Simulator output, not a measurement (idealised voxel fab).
The following process module bears the name voxel air gaps.
Each square cell in cross-section cut measures 5 nm, and the section as a whole is 150 nm wide.
If you're reading a cross-section in this doc, picture square cells in a grid; it comes to you as bands, top ones listed first down to the bottom, and a band can be one or more rows of cells.
Top, bottom (nm), then materials left to right with widths (nm); lone material tagged "full width" fills the whole band edge to edge; "empty" = empty space.
Beneath 0, the wafer as received is one material, and that level is where height counting begins. The lowest band goes on downward without a bottom; it is written like "0 -> down".
A two-number width, for instance "30->40", indicates that the width is equal to the first number in the top row of the band and to the second number in the bottom row, and that it changes by a constant amount per row of cells.
Take "nothing different" at face value: in the step it is given for, the cross-section changed in none of its cells.
Each empty space that has no open way to the top and spans at least 8 cells appears under "Voids lacking openings" as width x height at distance, the distance counted from the left edge, all in nm.
Where a step's line continues beyond its settings, the continuation is a remark by the simulator itself on that step.
Steps that use a mask can have "overlay nm" on their line. It says how far the mask sat to the right of where it was meant to be. Negative means to the left.

[This section lists the process steps that were planned]
1: RECEIVE [material Si]
2: CONFORMAL_DEP [material SiO2] [thk nm 10]
3: CONFORMAL_DEP [material SiN] [thk nm 5]
4: DIRECTIONAL_DEP [material SiO2] [thk nm 30]
5: MASKED_ETCH [tone open] [mask id LINES] [width nm 15] [pitch nm 45] [etch materials SiO2] [depth nm 30] [overlay nm 0]
6: CONFORMAL_DEP [material TiN] [thk nm 5]
7: FILL_DEP [material Ru] [thk nm 10]
8: CMP [height nm 45]
9: EPI [material Ru] [thk nm 10]
10: SELECTIVE_ETCH [etch materials SiO2] [depth nm 40]
11: CONFORMAL_DEP [material SiN] [thk nm 5]

[First of two wafers, with the run carried out as planned]

[as received, after step 1]
	0 -> down: Si full width
	Voids lacking openings: none

[Upon completion of step 2, the wafer appears in cross-section as shown]
	10 -> 0: SiO2 full width
	Rest of section, below 0: as before.

[Upon completion of step 3, the wafer appears in cross-section as shown]
	15 -> 10: SiN full width
	Rest of section, below 10: as before.

[Upon completion of step 4, the wafer appears in cross-section as shown]
	45 -> 15: SiO2 full width
	Rest of section, below 15: as before.

[Upon completion of step 5, the wafer appears in cross-section as shown]
	45 -> 15: SiO2: 20; empty: 15; SiO2: 30; empty: 15; SiO2: 30; empty: 15; SiO2: 25
	Rest of section, below 15: as before.

[Upon completion of step 6, the wafer appears in cross-section as shown]
	50 -> 45: TiN: 25; empty: 5; TiN: 40; empty: 5; TiN: 40; empty: 5; TiN: 30
	45 -> 20: SiO2: 20; TiN: 5; empty: 5; TiN: 5; SiO2: 30; TiN: 5; empty: 5; TiN: 5; SiO2: 30; TiN: 5; empty: 5; TiN: 5; SiO2: 25
	20 -> 15: SiO2: 20; TiN: 15; SiO2: 30; TiN: 15; SiO2: 30; TiN: 15; SiO2: 25
	Rest of section, below 15: as before.

[Upon completion of step 7, the wafer appears in cross-section as shown]
	60 -> 50: Ru full width
	50 -> 45: TiN: 25; Ru: 5; TiN: 40; Ru: 5; TiN: 40; Ru: 5; TiN: 30
	45 -> 20: SiO2: 20; TiN: 5; Ru: 5; TiN: 5; SiO2: 30; TiN: 5; Ru: 5; TiN: 5; SiO2: 30; TiN: 5; Ru: 5; TiN: 5; SiO2: 25
	Rest of section, below 20: as before.

[Upon completion of step 8, the wafer appears in cross-section as shown]
	45 -> 20: SiO2: 20; TiN: 5; Ru: 5; TiN: 5; SiO2: 30; TiN: 5; Ru: 5; TiN: 5; SiO2: 30; TiN: 5; Ru: 5; TiN: 5; SiO2: 25
	Rest of section, below 20: as before.

[Upon completion of step 9, the wafer appears in cross-section as shown]
	55 -> 45: empty: 10; Ru: 35; empty: 10; Ru: 35; empty: 10; Ru: 35; empty: 15
	Rest of section, below 45: as before.

[Upon completion of step 10, the wafer appears in cross-section as shown]
	55 -> 45: empty: 10; Ru: 35; empty: 10; Ru: 35; empty: 10; Ru: 35; empty: 15
	45 -> 20: empty: 20; TiN: 5; Ru: 5; TiN: 5; empty: 30; TiN: 5; Ru: 5; TiN: 5; empty: 30; TiN: 5; Ru: 5; TiN: 5; empty: 25
	20 -> 15: empty: 20; TiN: 15; empty: 30; TiN: 15; empty: 30; TiN: 15; empty: 25
	Rest of section, below 15: as before.

[Upon completion of step 11, the wafer appears in cross-section as shown]
	60 -> 55: empty: 5; SiN: 135; empty: 10
	55 -> 45: empty: 5; SiN: 5; Ru: 35; SiN: 10; Ru: 35; SiN: 10; Ru: 35; SiN: 5; empty: 10
	45 -> 40: empty: 5; SiN: 15; TiN: 5; Ru: 5; TiN: 5; SiN: 30; TiN: 5; Ru: 5; TiN: 5; SiN: 30; TiN: 5; Ru: 5; TiN: 5; SiN: 15; empty: 10
	40 -> 20: empty: 15; SiN: 5; TiN: 5; Ru: 5; TiN: 5; SiN: 5; empty: 20; SiN: 5; TiN: 5; Ru: 5; TiN: 5; SiN: 5; empty: 20; SiN: 5; TiN: 5; Ru: 5; TiN: 5; SiN: 5; empty: 20
	20 -> 15: SiN: 20; TiN: 15; SiN: 30; TiN: 15; SiN: 30; TiN: 15; SiN: 25
	Rest of section, below 15: as before.
	Voids lacking openings: 20 x 20 at 40; 20 x 20 at 85

[It is to be noted that the second wafer proceeded from the same initial state and according to the same plan as the first, although one mistake was committed in its execution; through step 4, inclusive, the two wafers share an identical history]

[Cross-sectional view of the second wafer at the intended end time of process step 5]
	45 -> 15: empty: 20; SiO2: 15; empty: 30; SiO2: 15; empty: 30; SiO2: 15; empty: 25
	Rest of section, below 15: as before.

[Cross-sectional view of the second wafer at the intended end time of process step 6]
	50 -> 45: empty: 15; TiN: 25; empty: 20; TiN: 25; empty: 20; TiN: 25; empty: 20
	45 -> 20: empty: 15; TiN: 5; SiO2: 15; TiN: 5; empty: 20; TiN: 5; SiO2: 15; TiN: 5; empty: 20; TiN: 5; SiO2: 15; TiN: 5; empty: 20
	20 -> 15: TiN: 20; SiO2: 15; TiN: 30; SiO2: 15; TiN: 30; SiO2: 15; TiN: 25
	Rest of section, below 15: as before.

[Cross-sectional view of the second wafer at the intended end time of process step 7]
	60 -> 50: Ru full width
	50 -> 45: Ru: 15; TiN: 25; Ru: 20; TiN: 25; Ru: 20; TiN: 25; Ru: 20
	45 -> 20: Ru: 15; TiN: 5; SiO2: 15; TiN: 5; Ru: 20; TiN: 5; SiO2: 15; TiN: 5; Ru: 20; TiN: 5; SiO2: 15; TiN: 5; Ru: 20
	Rest of section, below 20: as before.

[Cross-sectional view of the second wafer at the intended end time of process step 8]
	45 -> 20: Ru: 15; TiN: 5; SiO2: 15; TiN: 5; Ru: 20; TiN: 5; SiO2: 15; TiN: 5; Ru: 20; TiN: 5; SiO2: 15; TiN: 5; Ru: 20
	Rest of section, below 20: as before.

[Cross-sectional view of the second wafer at the intended end time of process step 9]
	55 -> 45: Ru full width
	Rest of section, below 45: as before.

Cross-sectional view of the second wafer at the intended end time of process step 10: nothing different

[Cross-sectional view of the second wafer at the intended end time of process step 11]
	60 -> 55: SiN full width
	Rest of section, below 55: as before.
Deviation noted in wafer processing: it should be noted that step 5 was executed with settings other than those planned, the operation and settings actually applied being MASKED_ETCH [tone cover] [mask id LINES] [width nm 15] [pitch nm 45] [etch materials SiO2] [depth nm 30] [overlay nm 0]
End check, counted in cells, second wafer has more or fewer of these materials than the first: 78 more of Ru; 72 fewer of SiN; 54 more of SiO2; 12 more of TiN
Upon completion, the first wafer exhibits 2 closed voids and the second wafer exhibits 0.
